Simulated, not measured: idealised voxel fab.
Process module in this document: voxel wiring stack
cross-section cut | 270 nm wide | cells 5 nm
Notation: cross-section as square-cell grid; stated in bands, top first, going down; one or more cell rows per band. In this notation a band is specified by the heights of its top and bottom, in that order and in nm, after which its materials appear from left to right, each paired with its width in nm. The word "full width" attached to a single material means that material fills the band from edge to edge; the word "air" stands for empty space. Note: height 0 marks the level under which the wafer is uniformly one material as received. Lowest band unbounded below, written "0..down". The notation "30->40" denotes a width that varies across the rows of cells in the band, beginning at the first number in the top row, finishing at the second number in the bottom row, and changing by an identical amount from each row to the next. "no alterations made" means the step left every cell of the cross-section as it was. Any empty space of 8 cells or more lacking an open way to the top shows up in "Enclosed internal voids" as width x height at distance, distance from the left edge, in nm. after a step's settings: what the simulator itself notes on the step. On any step carrying a mask, the "overlay nm" setting, if present on the step's line, tells how far right of its planned place the mask lay; negative values point to the left.
Here's what the planned process steps look like
1) RECEIVE,material Si
2) CONFORMAL_DEP,material SiO2,thk nm 10
3) DIRECTIONAL_DEP,material TiN,thk nm 5
4) DIRECTIONAL_DEP,material W,thk nm 25
5) DIRECTIONAL_DEP,material aC,thk nm 15
6) PATTERN,tone cover,mask id METAL_1,material resist,width nm 25,pitch nm 45,thk nm 30,overlay nm 0
7) DIRECTIONAL_ETCH,etch materials aC,depth nm 15
8) STRIP,etch materials resist
9) DIRECTIONAL_ETCH,etch materials W,depth nm 25
10) DIRECTIONAL_ETCH,etch materials TiN,depth nm 5
11) STRIP,etch materials aC
12) FILL_DEP,material lowk,thk nm 10
13) CMP,height nm 40
14) CONFORMAL_DEP,material SiCN,thk nm 5
15) DIRECTIONAL_DEP,material SiO2,thk nm 10
16) DIRECTIONAL_DEP,material aC,thk nm 10
17) PATTERN,tone open,mask id PLUG_1,material resist,width nm 15,thk nm 25,overlay nm 0
18) DIRECTIONAL_ETCH,etch materials aC,depth nm 10
19) STRIP,etch materials resist
20) DIRECTIONAL_ETCH,etch materials SiO2,depth nm 10
21) DIRECTIONAL_ETCH,etch materials SiCN,depth nm 5
22) STRIP,etch materials aC
23) EPI,material Ru,thk nm 10
24) EPI,material Ru,thk nm 5
25) CONFORMAL_DEP,material SiN,thk nm 5
26) DIRECTIONAL_DEP,material lowk,thk nm 25
27) DIRECTIONAL_DEP,material aC,thk nm 15
28) PATTERN,tone open,mask id METAL_2,material resist,width nm 25,pitch nm 45,thk nm 30,overlay nm 0
29) DIRECTIONAL_ETCH,etch materials aC,depth nm 15
30) STRIP,etch materials resist
31) DIRECTIONAL_ETCH,etch materials lowk,depth nm 25
32) DIRECTIONAL_ETCH,etch materials SiN,depth nm 5
33) STRIP,etch materials aC
34) CONFORMAL_DEP,material TiN,thk nm 5
35) FILL_DEP,material Ru,thk nm 5
36) CMP,height nm 85
37) CONFORMAL_DEP,material SiN,thk nm 5
Incoming wafer in cross-section (state: after step 1)
0..down = Si full width
Enclosed internal voids: none
Cross-sectional view of the first of the two wafers upon completion of the module, processed in accordance with the plan
90..85 = SiN full width
85..60 = 100 of lowk; 5 of TiN; 15 of Ru; 5 of TiN; 20 of lowk; 5 of TiN; 15 of Ru; 5 of TiN; 100 of lowk
60..55 = 100 of SiN; 25 of TiN; 20 of SiN; 25 of TiN; 100 of SiN
55..45 = 100 of SiO2; 15 of Ru; 155 of SiO2
45..40 = 100 of SiCN; 15 of Ru; 155 of SiCN
40..15 = 100 of lowk; 25 of W; 20 of lowk; 25 of W; 100 of lowk
15..10 = 100 of lowk; 25 of TiN; 20 of lowk; 25 of TiN; 100 of lowk
10..0 = SiO2 full width
0..down = Si full width
Enclosed internal voids: none
Now the second wafer, cross-sectioned at the end of the module. Nothing different at the start, nothing different in the plan compared with the first, just one mistake when it was actually run
90..85 = SiN full width
85..70 = 100 of lowk; 5 of TiN; 15 of Ru; 5 of TiN; 20 of lowk; 5 of TiN; 15 of Ru; 5 of TiN; 100 of lowk
70..65 = 85 of lowk; 15 of SiN; 25 of TiN; 5 of SiN; 15 of lowk; 5 of TiN; 15 of Ru; 5 of TiN; 100 of lowk
65..60 = 85 of lowk; 5 of SiN; 35 of Ru; 5 of SiN; 15 of lowk; 5 of TiN; 15 of Ru; 5 of TiN; 100 of lowk
60..55 = 90 of SiN; 35 of Ru; 20 of SiN; 25 of TiN; 100 of SiN
55..45 = 100 of SiO2; 15 of Ru; 155 of SiO2
45..40 = 100 of SiCN; 15 of Ru; 155 of SiCN
40..15 = 100 of lowk; 25 of W; 20 of lowk; 25 of W; 100 of lowk
15..10 = 100 of lowk; 25 of TiN; 20 of lowk; 25 of TiN; 100 of lowk
10..0 = SiO2 full width
0..down = Si full width
Enclosed internal voids: none
So what did we get wrong on this run? twice over, step 23 of the plan was run
Final comparison by cell count, materials where the second wafer has more or fewer than the first: +8 Ru, +4 SiN, -4 TiN, -8 lowk
